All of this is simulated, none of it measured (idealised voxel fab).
Process module heading - voxel capacitor over wiring
Displayed cross-section: cut, width of 295 nm, square cells sized 5 nm.
In what follows, cross-sections appear as grids of square cells, described through bands that run from the top down, where every band is one or more rows of cells. The entry gives the band's vertical extent as a top height and a bottom height in nm, then its horizontal make-up as materials from left to right, each with a width in nm. "empty" stands for empty space; a single material marked "edge to edge" fills the band edge to edge. Basically, 0 is our baseline, since under it the wafer straight out of the box is all one material. The bottom band has no lower end and keeps on going down, so it looks like "0 nm and below". So if you see something like "30..40" for the width, read it as the top row of the band sitting at the first number and the bottom row at the second, with every row in between moving by the same amount as the last. No cell of the cross-section changed in a step that is given as "remained the same". "Fully enclosed voids" - sealed voids, min. 8 cells, no opening to top; format: width x height at distance (distance from left edge; nm throughout). On a step's line, text after the settings is the simulator commenting on that step. Steps that use a mask can have "overlay nm" on their line. It says how far the mask sat to the right of where it was meant to be. Negative means to the left.

Process steps foreseen in the plan
step 1: RECEIVE [material Si]
step 2: CONFORMAL_DEP [material SiO2] [thk nm 15]
step 3: DIRECTIONAL_DEP [material TiN] [thk nm 5]
step 4: DIRECTIONAL_DEP [material W] [thk nm 15]
step 5: PATTERN [tone cover] [mask id METAL_1] [material resist] [width nm 25] [pitch nm 95] [thk nm 15] [overlay nm 0]
step 6: DIRECTIONAL_ETCH [etch materials W] [depth nm 15]
step 7: DIRECTIONAL_ETCH [etch materials TiN] [depth nm 5]
step 8: STRIP [etch materials resist]
step 9: CONFORMAL_DEP [material SiCN] [thk nm 5]
step 10: FILL_DEP [material SiO2] [thk nm 5]
step 11: CMP [height nm 35]
step 12: CONFORMAL_DEP [material SiCN] [thk nm 5]
step 13: DIRECTIONAL_DEP [material lowk] [thk nm 15]
step 14: MASKED_ETCH [tone open] [mask id PLUG_1] [width nm 15] [etch materials lowk] [depth nm 15] [overlay nm 0]
step 15: MASKED_ETCH [tone open] [mask id PLUG_1] [width nm 15] [etch materials SiCN] [depth nm 5] [overlay nm 0]
step 16: CONFORMAL_DEP [material TiN] [thk nm 5]
step 17: FILL_DEP [material Ru] [thk nm 5]
step 18: CMP [height nm 55]
step 19: DIRECTIONAL_DEP [material TiN] [thk nm 5]
step 20: DIRECTIONAL_DEP [material Al2O3] [thk nm 5]
step 21: DIRECTIONAL_DEP [material TiN] [thk nm 5]
step 22: DIRECTIONAL_DEP [material aC] [thk nm 15]
step 23: PATTERN [tone cover] [mask id UPPER_PLATE] [material resist] [width nm 75] [thk nm 35] [overlay nm 0]
step 24: DIRECTIONAL_ETCH [etch materials aC] [depth nm 15]
step 25: STRIP [etch materials resist]
step 26: DIRECTIONAL_ETCH [etch materials TiN] [depth nm 5]
step 27: DIRECTIONAL_ETCH [etch materials Al2O3] [depth nm 5]
step 28: STRIP [etch materials aC]
step 29: DIRECTIONAL_DEP [material aC] [thk nm 10]
step 30: PATTERN [tone cover] [mask id LOWER_PLATE] [material resist] [width nm 85] [thk nm 25] [overlay nm 0]
step 31: DIRECTIONAL_ETCH [etch materials aC] [depth nm 10]
step 32: STRIP [etch materials resist]
step 33: DIRECTIONAL_ETCH [etch materials TiN] [depth nm 5]
step 34: STRIP [etch materials aC]
step 35: FILL_DEP [material SiO2] [thk nm 20]
step 36: CMP [height nm 85]
step 37: PATTERN [tone open] [mask id PLUG_2] [material resist] [width nm 15] [thk nm 20] [overlay nm 0]
step 38: DIRECTIONAL_ETCH [etch materials SiO2] [depth nm 15]
step 39: STRIP [etch materials resist]
step 40: CONFORMAL_DEP [material TiN] [thk nm 5]
step 41: FILL_DEP [material W] [thk nm 5]
step 42: CMP [height nm 85]
step 43: CONFORMAL_DEP [material SiN] [thk nm 5]

First wafer, two in total, run as planned

Cross-section of the wafer at receipt, which is the condition after step 1
  0 nm and below = Si edge to edge
  Fully enclosed voids: none

Wafer section view after processing step 2
  15 nm to 0 nm = SiO2 edge to edge
  Everything under 0 stays put, no change at all.

Wafer section view after processing step 3
  20 nm to 15 nm = TiN edge to edge
  Everything under 15 stays put, no change at all.

Wafer section view after processing step 4
  35 nm to 20 nm = W edge to edge
  Everything under 20 stays put, no change at all.

Wafer section view after processing step 5
  50 nm to 35 nm = 85 empty, then 25 resist, then 70 empty, then 25 resist, then 90 empty
  Everything under 35 stays put, no change at all.

Wafer section view after processing step 6
  50 nm to 35 nm = 85 empty, then 25 resist, then 70 empty, then 25 resist, then 90 empty
  35 nm to 20 nm = 85 empty, then 25 W, then 70 empty, then 25 W, then 90 empty
  Everything under 20 stays put, no change at all.

Wafer section view after processing step 7
  50 nm to 35 nm = 85 empty, then 25 resist, then 70 empty, then 25 resist, then 90 empty
  35 nm to 20 nm = 85 empty, then 25 W, then 70 empty, then 25 W, then 90 empty
  20 nm to 15 nm = 85 empty, then 25 TiN, then 70 empty, then 25 TiN, then 90 empty
  Everything under 15 stays put, no change at all.

Wafer section view after processing step 8
  35 nm to 20 nm = 85 empty, then 25 W, then 70 empty, then 25 W, then 90 empty
  Everything under 20 stays put, no change at all.

Wafer section view after processing step 9
  40 nm to 35 nm = 80 empty, then 35 SiCN, then 60 empty, then 35 SiCN, then 85 empty
  35 nm to 20 nm = 80 empty, then 5 SiCN, then 25 W, then 5 SiCN, then 60 empty, then 5 SiCN, then 25 W, then 5 SiCN, then 85 empty
  20 nm to 15 nm = 85 SiCN, then 25 TiN, then 70 SiCN, then 25 TiN, then 90 SiCN
  Everything under 15 stays put, no change at all.

Wafer section view after processing step 10
  45 nm to 40 nm = SiO2 edge to edge
  40 nm to 35 nm = 80 SiO2, then 35 SiCN, then 60 SiO2, then 35 SiCN, then 85 SiO2
  35 nm to 20 nm = 80 SiO2, then 5 SiCN, then 25 W, then 5 SiCN, then 60 SiO2, then 5 SiCN, then 25 W, then 5 SiCN, then 85 SiO2
  Everything under 20 stays put, no change at all.

Wafer section view after processing step 11
  35 nm to 20 nm = 80 SiO2, then 5 SiCN, then 25 W, then 5 SiCN, then 60 SiO2, then 5 SiCN, then 25 W, then 5 SiCN, then 85 SiO2
  Everything under 20 stays put, no change at all.

Wafer section view after processing step 12
  40 nm to 35 nm = SiCN edge to edge
  Everything under 35 stays put, no change at all.

Wafer section view after processing step 13
  55 nm to 40 nm = lowk edge to edge
  Everything under 40 stays put, no change at all.

Wafer section view after processing step 14
  55 nm to 40 nm = 95 lowk, then 15 empty, then 185 lowk
  Everything under 40 stays put, no change at all.

Wafer section view after processing step 15
  55 nm to 40 nm = 95 lowk, then 15 empty, then 185 lowk
  40 nm to 35 nm = 95 SiCN, then 15 empty, then 185 SiCN
  Everything under 35 stays put, no change at all.

Wafer section view after processing step 16
  60 nm to 55 nm = 100 TiN, then 5 empty, then 190 TiN
  55 nm to 40 nm = 95 lowk, then 5 TiN, then 5 empty, then 5 TiN, then 185 lowk
  40 nm to 35 nm = 95 SiCN, then 15 TiN, then 185 SiCN
  Everything under 35 stays put, no change at all.

Wafer section view after processing step 17
  65 nm to 60 nm = Ru edge to edge
  60 nm to 55 nm = 100 TiN, then 5 Ru, then 190 TiN
  55 nm to 40 nm = 95 lowk, then 5 TiN, then 5 Ru, then 5 TiN, then 185 lowk
  Everything under 40 stays put, no change at all.

Wafer section view after processing step 18
  55 nm to 40 nm = 95 lowk, then 5 TiN, then 5 Ru, then 5 TiN, then 185 lowk
  Everything under 40 stays put, no change at all.

Wafer section view after processing step 19
  60 nm to 55 nm = TiN edge to edge
  Everything under 55 stays put, no change at all.

Wafer section view after processing step 20
  65 nm to 60 nm = Al2O3 edge to edge
  Everything under 60 stays put, no change at all.

Wafer section view after processing step 21
  70 nm to 65 nm = TiN edge to edge
  Everything under 65 stays put, no change at all.

Wafer section view after processing step 22
  85 nm to 70 nm = aC edge to edge
  Everything under 70 stays put, no change at all.

Wafer section view after processing step 23
  120 nm to 85 nm = 95 empty, then 75 resist, then 125 empty
  Everything under 85 stays put, no change at all.

Wafer section view after processing step 24
  105 nm to 85 nm = 95 empty, then 75 resist, then 125 empty
  85 nm to 70 nm = 95 empty, then 75 aC, then 125 empty
  Everything under 70 stays put, no change at all.

Wafer section view after processing step 25
  85 nm to 70 nm = 95 empty, then 75 aC, then 125 empty
  Everything under 70 stays put, no change at all.

Wafer section view after processing step 26
  85 nm to 70 nm = 95 empty, then 75 aC, then 125 empty
  70 nm to 65 nm = 95 empty, then 75 TiN, then 125 empty
  Everything under 65 stays put, no change at all.

Wafer section view after processing step 27
  85 nm to 70 nm = 95 empty, then 75 aC, then 125 empty
  70 nm to 65 nm = 95 empty, then 75 TiN, then 125 empty
  65 nm to 60 nm = 95 empty, then 75 Al2O3, then 125 empty
  Everything under 60 stays put, no change at all.

Wafer section view after processing step 28
  70 nm to 65 nm = 95 empty, then 75 TiN, then 125 empty
  Everything under 65 stays put, no change at all.

Wafer section view after processing step 29
  80 nm to 70 nm = 95 empty, then 75 aC, then 125 empty
  70 nm to 65 nm = 95 aC, then 75 TiN, then 125 aC
  65 nm to 60 nm = 95 aC, then 75 Al2O3, then 125 aC
  Everything under 60 stays put, no change at all.

Wafer section view after processing step 30
  105 nm to 80 nm = 90 empty, then 85 resist, then 120 empty
  80 nm to 70 nm = 90 empty, then 5 resist, then 75 aC, then 5 resist, then 120 empty
  Everything under 70 stays put, no change at all.

Wafer section view after processing step 31
  95 nm to 80 nm = 90 empty, then 85 resist, then 120 empty
  80 nm to 70 nm = 90 empty, then 5 resist, then 75 aC, then 5 resist, then 120 empty
  70 nm to 65 nm = 90 empty, then 5 aC, then 75 TiN, then 5 aC, then 120 empty
  65 nm to 60 nm = 90 empty, then 5 aC, then 75 Al2O3, then 5 aC, then 120 empty
  Everything under 60 stays put, no change at all.

Wafer section view after processing step 32
  80 nm to 70 nm = 95 empty, then 75 aC, then 125 empty
  Everything under 70 stays put, no change at all.

Wafer section view after processing step 33
  80 nm to 70 nm = 95 empty, then 75 aC, then 125 empty
  70 nm to 65 nm = 90 empty, then 5 aC, then 75 TiN, then 5 aC, then 120 empty
  65 nm to 60 nm = 90 empty, then 5 aC, then 75 Al2O3, then 5 aC, then 120 empty
  60 nm to 55 nm = 90 empty, then 85 TiN, then 120 empty
  Everything under 55 stays put, no change at all.

Wafer section view after processing step 34
  70 nm to 65 nm = 95 empty, then 75 TiN, then 125 empty
  65 nm to 60 nm = 95 empty, then 75 Al2O3, then 125 empty
  Everything under 60 stays put, no change at all.

Wafer section view after processing step 35
  90 nm to 70 nm = SiO2 edge to edge
  70 nm to 65 nm = 95 SiO2, then 75 TiN, then 125 SiO2
  65 nm to 60 nm = 95 SiO2, then 75 Al2O3, then 125 SiO2
  60 nm to 55 nm = 90 SiO2, then 85 TiN, then 120 SiO2
  Everything under 55 stays put, no change at all.

Wafer section view after processing step 36
  85 nm to 70 nm = SiO2 edge to edge
  Everything under 70 stays put, no change at all.

Wafer section view after processing step 37
  105 nm to 85 nm = 105 resist, then 15 empty, then 175 resist
  Everything under 85 stays put, no change at all.

Wafer section view after processing step 38
  105 nm to 85 nm = 105 resist, then 15 empty, then 175 resist
  85 nm to 70 nm = 105 SiO2, then 15 empty, then 175 SiO2
  Everything under 70 stays put, no change at all.

Wafer section view after processing step 39
  85 nm to 70 nm = 105 SiO2, then 15 empty, then 175 SiO2
  Everything under 70 stays put, no change at all.

Wafer section view after processing step 40
  90 nm to 85 nm = 110 TiN, then 5 empty, then 180 TiN
  85 nm to 75 nm = 105 SiO2, then 5 TiN, then 5 empty, then 5 TiN, then 175 SiO2
  75 nm to 65 nm = 105..95 SiO2, then 15..75 TiN, then 175..125 SiO2
  Everything under 65 stays put, no change at all.

Wafer section view after processing step 41
  95 nm to 90 nm = W edge to edge
  90 nm to 85 nm = 110 TiN, then 5 W, then 180 TiN
  85 nm to 75 nm = 105 SiO2, then 5 TiN, then 5 W, then 5 TiN, then 175 SiO2
  Everything under 75 stays put, no change at all.

Wafer section view after processing step 42
  85 nm to 75 nm = 105 SiO2, then 5 TiN, then 5 W, then 5 TiN, then 175 SiO2
  Everything under 75 stays put, no change at all.

Wafer section view after processing step 43
  90 nm to 85 nm = SiN edge to edge
  Everything under 85 stays put, no change at all.

Companion wafer, the second of two: same beginning, same intended sequence, one mistake in carrying it out; through step 1 inclusive it tracks the first exactly

Cross-section: second wafer, time at which step 2 was scheduled to end
  20 nm to 0 nm = SiO2 edge to edge
  Everything under 0 stays put, no change at all.

Cross-section: second wafer, time at which step 3 was scheduled to end
  25 nm to 20 nm = TiN edge to edge
  Everything under 20 stays put, no change at all.

Cross-section: second wafer, time at which step 4 was scheduled to end
  40 nm to 25 nm = W edge to edge
  Everything under 25 stays put, no change at all.

Cross-section: second wafer, time at which step 5 was scheduled to end
  55 nm to 40 nm = 85 empty, then 25 resist, then 70 empty, then 25 resist, then 90 empty
  Everything under 40 stays put, no change at all.

Cross-section: second wafer, time at which step 6 was scheduled to end
  55 nm to 40 nm = 85 empty, then 25 resist, then 70 empty, then 25 resist, then 90 empty
  40 nm to 25 nm = 85 empty, then 25 W, then 70 empty, then 25 W, then 90 empty
  Everything under 25 stays put, no change at all.

Cross-section: second wafer, time at which step 7 was scheduled to end
  55 nm to 40 nm = 85 empty, then 25 resist, then 70 empty, then 25 resist, then 90 empty
  40 nm to 25 nm = 85 empty, then 25 W, then 70 empty, then 25 W, then 90 empty
  25 nm to 20 nm = 85 empty, then 25 TiN, then 70 empty, then 25 TiN, then 90 empty
  Everything under 20 stays put, no change at all.

Cross-section: second wafer, time at which step 8 was scheduled to end
  40 nm to 25 nm = 85 empty, then 25 W, then 70 empty, then 25 W, then 90 empty
  Everything under 25 stays put, no change at all.

Cross-section: second wafer, time at which step 9 was scheduled to end
  45 nm to 40 nm = 80 empty, then 35 SiCN, then 60 empty, then 35 SiCN, then 85 empty
  40 nm to 25 nm = 80 empty, then 5 SiCN, then 25 W, then 5 SiCN, then 60 empty, then 5 SiCN, then 25 W, then 5 SiCN, then 85 empty
  25 nm to 20 nm = 85 SiCN, then 25 TiN, then 70 SiCN, then 25 TiN, then 90 SiCN
  Everything under 20 stays put, no change at all.

Cross-section: second wafer, time at which step 10 was scheduled to end
  50 nm to 45 nm = SiO2 edge to edge
  45 nm to 40 nm = 80 SiO2, then 35 SiCN, then 60 SiO2, then 35 SiCN, then 85 SiO2
  40 nm to 25 nm = 80 SiO2, then 5 SiCN, then 25 W, then 5 SiCN, then 60 SiO2, then 5 SiCN, then 25 W, then 5 SiCN, then 85 SiO2
  Everything under 25 stays put, no change at all.

Cross-section: second wafer, time at which step 11 was scheduled to end
  35 nm to 25 nm = 80 SiO2, then 5 SiCN, then 25 W, then 5 SiCN, then 60 SiO2, then 5 SiCN, then 25 W, then 5 SiCN, then 85 SiO2
  Everything under 25 stays put, no change at all.

Cross-section: second wafer, time at which step 12 was scheduled to end
  40 nm to 35 nm = SiCN edge to edge
  Everything under 35 stays put, no change at all.

Cross-section: second wafer, time at which step 13 was scheduled to end
  55 nm to 40 nm = lowk edge to edge
  Everything under 40 stays put, no change at all.

Cross-section: second wafer, time at which step 14 was scheduled to end
  55 nm to 40 nm = 95 lowk, then 15 empty, then 185 lowk
  Everything under 40 stays put, no change at all.

Cross-section: second wafer, time at which step 15 was scheduled to end
  55 nm to 40 nm = 95 lowk, then 15 empty, then 185 lowk
  40 nm to 35 nm = 95 SiCN, then 15 empty, then 185 SiCN
  Everything under 35 stays put, no change at all.

Cross-section: second wafer, time at which step 16 was scheduled to end
  60 nm to 55 nm = 100 TiN, then 5 empty, then 190 TiN
  55 nm to 40 nm = 95 lowk, then 5 TiN, then 5 empty, then 5 TiN, then 185 lowk
  40 nm to 35 nm = 95 SiCN, then 15 TiN, then 185 SiCN
  Everything under 35 stays put, no change at all.

Cross-section: second wafer, time at which step 17 was scheduled to end
  65 nm to 60 nm = Ru edge to edge
  60 nm to 55 nm = 100 TiN, then 5 Ru, then 190 TiN
  55 nm to 40 nm = 95 lowk, then 5 TiN, then 5 Ru, then 5 TiN, then 185 lowk
  Everything under 40 stays put, no change at all.

Cross-section: second wafer, time at which step 18 was scheduled to end
  55 nm to 40 nm = 95 lowk, then 5 TiN, then 5 Ru, then 5 TiN, then 185 lowk
  Everything under 40 stays put, no change at all.

Cross-section: second wafer, time at which step 19 was scheduled to end
  60 nm to 55 nm = TiN edge to edge
  Everything under 55 stays put, no change at all.

Cross-section: second wafer, time at which step 20 was scheduled to end
  65 nm to 60 nm = Al2O3 edge to edge
  Everything under 60 stays put, no change at all.

Cross-section: second wafer, time at which step 21 was scheduled to end
  70 nm to 65 nm = TiN edge to edge
  Everything under 65 stays put, no change at all.

Cross-section: second wafer, time at which step 22 was scheduled to end
  85 nm to 70 nm = aC edge to edge
  Everything under 70 stays put, no change at all.

Cross-section: second wafer, time at which step 23 was scheduled to end
  120 nm to 85 nm = 95 empty, then 75 resist, then 125 empty
  Everything under 85 stays put, no change at all.

Cross-section: second wafer, time at which step 24 was scheduled to end
  105 nm to 85 nm = 95 empty, then 75 resist, then 125 empty
  85 nm to 70 nm = 95 empty, then 75 aC, then 125 empty
  Everything under 70 stays put, no change at all.

Cross-section: second wafer, time at which step 25 was scheduled to end
  85 nm to 70 nm = 95 empty, then 75 aC, then 125 empty
  Everything under 70 stays put, no change at all.

Cross-section: second wafer, time at which step 26 was scheduled to end
  85 nm to 70 nm = 95 empty, then 75 aC, then 125 empty
  70 nm to 65 nm = 95 empty, then 75 TiN, then 125 empty
  Everything under 65 stays put, no change at all.

Cross-section: second wafer, time at which step 27 was scheduled to end
  85 nm to 70 nm = 95 empty, then 75 aC, then 125 empty
  70 nm to 65 nm = 95 empty, then 75 TiN, then 125 empty
  65 nm to 60 nm = 95 empty, then 75 Al2O3, then 125 empty
  Everything under 60 stays put, no change at all.

Cross-section: second wafer, time at which step 28 was scheduled to end
  70 nm to 65 nm = 95 empty, then 75 TiN, then 125 empty
  Everything under 65 stays put, no change at all.

Cross-section: second wafer, time at which step 29 was scheduled to end
  80 nm to 70 nm = 95 empty, then 75 aC, then 125 empty
  70 nm to 65 nm = 95 aC, then 75 TiN, then 125 aC
  65 nm to 60 nm = 95 aC, then 75 Al2O3, then 125 aC
  Everything under 60 stays put, no change at all.

Cross-section: second wafer, time at which step 30 was scheduled to end
  105 nm to 80 nm = 90 empty, then 85 resist, then 120 empty
  80 nm to 70 nm = 90 empty, then 5 resist, then 75 aC, then 5 resist, then 120 empty
  Everything under 70 stays put, no change at all.

Cross-section: second wafer, time at which step 31 was scheduled to end
  95 nm to 80 nm = 90 empty, then 85 resist, then 120 empty
  80 nm to 70 nm = 90 empty, then 5 resist, then 75 aC, then 5 resist, then 120 empty
  70 nm to 65 nm = 90 empty, then 5 aC, then 75 TiN, then 5 aC, then 120 empty
  65 nm to 60 nm = 90 empty, then 5 aC, then 75 Al2O3, then 5 aC, then 120 empty
  Everything under 60 stays put, no change at all.

Cross-section: second wafer, time at which step 32 was scheduled to end
  80 nm to 70 nm = 95 empty, then 75 aC, then 125 empty
  Everything under 70 stays put, no change at all.

Cross-section: second wafer, time at which step 33 was scheduled to end
  80 nm to 70 nm = 95 empty, then 75 aC, then 125 empty
  70 nm to 65 nm = 90 empty, then 5 aC, then 75 TiN, then 5 aC, then 120 empty
  65 nm to 60 nm = 90 empty, then 5 aC, then 75 Al2O3, then 5 aC, then 120 empty
  60 nm to 55 nm = 90 empty, then 85 TiN, then 120 empty
  Everything under 55 stays put, no change at all.

Cross-section: second wafer, time at which step 34 was scheduled to end
  70 nm to 65 nm = 95 empty, then 75 TiN, then 125 empty
  65 nm to 60 nm = 95 empty, then 75 Al2O3, then 125 empty
  Everything under 60 stays put, no change at all.

Cross-section: second wafer, time at which step 35 was scheduled to end
  90 nm to 70 nm = SiO2 edge to edge
  70 nm to 65 nm = 95 SiO2, then 75 TiN, then 125 SiO2
  65 nm to 60 nm = 95 SiO2, then 75 Al2O3, then 125 SiO2
  60 nm to 55 nm = 90 SiO2, then 85 TiN, then 120 SiO2
  Everything under 55 stays put, no change at all.

Cross-section: second wafer, time at which step 36 was scheduled to end
  85 nm to 70 nm = SiO2 edge to edge
  Everything under 70 stays put, no change at all.

Cross-section: second wafer, time at which step 37 was scheduled to end
  105 nm to 85 nm = 105 resist, then 15 empty, then 175 resist
  Everything under 85 stays put, no change at all.

Cross-section: second wafer, time at which step 38 was scheduled to end
  105 nm to 85 nm = 105 resist, then 15 empty, then 175 resist
  85 nm to 70 nm = 105 SiO2, then 15 empty, then 175 SiO2
  Everything under 70 stays put, no change at all.

Cross-section: second wafer, time at which step 39 was scheduled to end
  85 nm to 70 nm = 105 SiO2, then 15 empty, then 175 SiO2
  Everything under 70 stays put, no change at all.

Cross-section: second wafer, time at which step 40 was scheduled to end
  90 nm to 85 nm = 110 TiN, then 5 empty, then 180 TiN
  85 nm to 75 nm = 105 SiO2, then 5 TiN, then 5 empty, then 5 TiN, then 175 SiO2
  75 nm to 65 nm = 105..95 SiO2, then 15..75 TiN, then 175..125 SiO2
  Everything under 65 stays put, no change at all.

Cross-section: second wafer, time at which step 41 was scheduled to end
  95 nm to 90 nm = W edge to edge
  90 nm to 85 nm = 110 TiN, then 5 W, then 180 TiN
  85 nm to 75 nm = 105 SiO2, then 5 TiN, then 5 W, then 5 TiN, then 175 SiO2
  Everything under 75 stays put, no change at all.

Cross-section: second wafer, time at which step 42 was scheduled to end
  85 nm to 75 nm = 105 SiO2, then 5 TiN, then 5 W, then 5 TiN, then 175 SiO2
  Everything under 75 stays put, no change at all.

Cross-section: second wafer, time at which step 43 was scheduled to end
  90 nm to 85 nm = SiN edge to edge
  Everything under 85 stays put, no change at all.
Processing error: not per plan at step 2, really ran CONFORMAL_DEP [material SiO2] [thk nm 20]
Final cells, second wafer relative to first, materials higher or lower: 4 fewer of SiCN, 14 more of SiO2, 10 fewer of W
